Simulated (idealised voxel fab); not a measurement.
process module | voxel gate over fins
cross-section cut | 290 nm wide | cells 5 nm
A cross-section is a grid of square cells, given in bands from the top down. A band is one or more rows of cells.
Each band's line starts with the height of the band's top and of its bottom, in nm. Then come its materials from left to right, each with its width in nm. One material with "throughout" fills the band from edge to edge. "air" is empty space.
Height 0 is the level under which the wafer as received is all one material. The lowest band goes on downwards, as in "0 down".
A width such as "30 to 40" changes by the same amount from each row of cells to the next, from the band's top row to its bottom row.
"no change" after a step means that no cell of the cross-section changed.
closed voids: empty space of 8 cells or more with no open way to the top, each as width x height at its distance from the left edge, in nm
after a step's settings: what the simulator itself notes on the step
overlay nm, on a step with a mask: how far to the right of its planned place the mask lay; to the left if negative
plan
1 op RECEIVE | material Si
2 op CONFORMAL_DEP | material SiN | thk nm 5
3 op PATTERN | tone cover | mask id FINS | material resist | width nm 15 | pitch nm 45 | thk nm 15 | overlay nm 0
4 op DIRECTIONAL_ETCH | etch materials SiN | depth nm 5
5 op DIRECTIONAL_ETCH | etch materials Si | depth nm 30
6 op STRIP | etch materials resist
7 op OXIDIZE | depth nm 5
8 op FILL_DEP | material SiO2 | thk nm 5
9 op CMP | height nm 5
10 op SELECTIVE_ETCH | etch materials SiO2 | depth nm 15
11 op STRIP | etch materials SiN
12 op CONFORMAL_DEP | material HfO2 | thk nm 5
13 op CONFORMAL_DEP | material TiN | thk nm 5
14 op FILL_DEP | material W | thk nm 15
15 op CMP | height nm 20
16 op CONFORMAL_DEP | material SiCN | thk nm 10
as received, after step 1
  0 down: Si throughout
  closed voids: none
a wafer at the end: this start, this plan, one mistake
  30 to 20: SiCN throughout
  20 to 5: W throughout
  5 to 0: W 90 | TiN 15 | W 30 | TiN 15 | W 30 | TiN 15 | W 95
  0 to -5: W 90 | TiN 5 | Si 5 | TiN 5 | W 30 | TiN 5 | Si 5 | TiN 5 | W 30 | TiN 5 | Si 5 | TiN 5 | W 95
  -5 to -10: TiN 95 | Si 5 | TiN 40 | Si 5 | TiN 40 | Si 5 | TiN 100
  -10 to -35: SiO2 95 | Si 5 | SiO2 40 | Si 5 | SiO2 40 | Si 5 | SiO2 100
  -35 down: Si throughout
  closed voids: none
what went wrong: step 12 was left out
